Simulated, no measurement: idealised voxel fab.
process module | voxel self aligned vias
cross-section cut | 180 nm wide | cells 5 nm
A cross-section is a grid of square cells, given in bands from the top down. A band is one or more rows of cells.
Each band's line starts with the height of the band's top and of its bottom, in nm. Then come its materials from left to right, each with its width in nm. One material with "throughout" fills the band from edge to edge. "air" is empty space.
Height 0 is the level under which the wafer as received is all one material. The lowest band goes on downwards, as in "0 down".
A width such as "30 to 40" changes by the same amount from each row of cells to the next, from the band's top row to its bottom row.
"no change" after a step means that no cell of the cross-section changed.
closed voids: empty space of 8 cells or more with no open way to the top, each as width x height at its distance from the left edge, in nm
after a step's settings: what the simulator itself notes on the step
overlay nm, on a step with a mask: how far to the right of its planned place the mask lay; to the left if negative
plan
1 op RECEIVE | material Si
2 op CONFORMAL_DEP | material SiO2 | thk nm 10
3 op CONFORMAL_DEP | material SiCN | thk nm 5
4 op DIRECTIONAL_DEP | material lowk | thk nm 20
5 op MASKED_ETCH | tone open | mask id LINES | width nm 25 | pitch nm 65 | etch materials lowk | depth nm 20 | overlay nm 0
6 op CONFORMAL_DEP | material TiN | thk nm 5
7 op FILL_DEP | material W | thk nm 5
8 op CMP | height nm 35
9 op SELECTIVE_ETCH | etch materials W Ru TiN | depth nm 10
10 op FILL_DEP | material SiN | thk nm 5
11 op CMP | height nm 35
12 op DIRECTIONAL_DEP | material lowk | thk nm 15
13 op MASKED_ETCH | tone open | mask id VIAS | width nm 35 | etch materials lowk | depth nm 15 | overlay nm 0
14 op MASKED_ETCH | tone open | mask id VIAS | width nm 35 | etch materials SiN | depth nm 10 | overlay nm -15
15 op CONFORMAL_DEP | material TiN | thk nm 5
16 op FILL_DEP | material W | thk nm 5
17 op CMP | height nm 50
18 op CONFORMAL_DEP | material SiN | thk nm 5
varied across the wafers: overlay nm of step 14. The plan shows the first wafer's value. All wafers start alike
first wafer as received, after step 1
  0 down: Si throughout
  closed voids: none
first wafer at the end, after step 18
  55 to 50: SiN throughout
  50 to 40: lowk 40 | TiN 5 | W 25 | TiN 5 | lowk 105
  40 to 35: lowk 40 | TiN 10 | W 5 | TiN 20 | lowk 105
  35 to 30: lowk 45 | TiN 5 | W 5 | TiN 5 | SiN 10 | lowk 40 | SiN 25 | lowk 45
  30 to 25: lowk 45 | TiN 15 | SiN 10 | lowk 40 | SiN 25 | lowk 45
  25 to 20: lowk 45 | TiN 5 | W 15 | TiN 5 | lowk 40 | TiN 5 | W 15 | TiN 5 | lowk 45
  20 to 15: lowk 45 | TiN 25 | lowk 40 | TiN 25 | lowk 45
  15 to 10: SiCN throughout
  10 to 0: SiO2 throughout
  0 down: Si throughout
  closed voids: none
last wafer at the end
  55 to 50: SiN throughout
  50 to 40: lowk 40 | TiN 5 | W 25 | TiN 5 | lowk 105
  40 to 35: lowk 40 | TiN 20 | W 5 | TiN 10 | lowk 105
  35 to 30: lowk 45 | SiN 10 | TiN 5 | W 5 | TiN 5 | lowk 40 | SiN 25 | lowk 45
  30 to 25: lowk 45 | SiN 10 | TiN 15 | lowk 40 | SiN 25 | lowk 45
  25 to 20: lowk 45 | TiN 5 | W 15 | TiN 5 | lowk 40 | TiN 5 | W 15 | TiN 5 | lowk 45
  20 to 15: lowk 45 | TiN 25 | lowk 40 | TiN 25 | lowk 45
  15 to 10: SiCN throughout
  10 to 0: SiO2 throughout
  0 down: Si throughout
  closed voids: none
each wafer at the end: cells of each material gained (+) or lost (-) since it was received, then its closed voids
overlay nm -15 | +36 SiCN | +50 SiN | +72 SiO2 | +29 TiN | +18 W | +191 lowk | closed voids: none
overlay nm -10 | +36 SiCN | +48 SiN | +72 SiO2 | +29 TiN | +20 W | +191 lowk | closed voids: none
overlay nm -5 | +36 SiCN | +46 SiN | +72 SiO2 | +29 TiN | +22 W | +191 lowk | closed voids: none
overlay nm 0 | +36 SiCN | +46 SiN | +72 SiO2 | +29 TiN | +22 W | +191 lowk | closed voids: none
overlay nm 5 | +36 SiCN | +46 SiN | +72 SiO2 | +29 TiN | +22 W | +191 lowk | closed voids: none
overlay nm 10 | +36 SiCN | +48 SiN | +72 SiO2 | +29 TiN | +20 W | +191 lowk | closed voids: none
overlay nm 15 | +36 SiCN | +50 SiN | +72 SiO2 | +29 TiN | +18 W | +191 lowk | closed voids: none
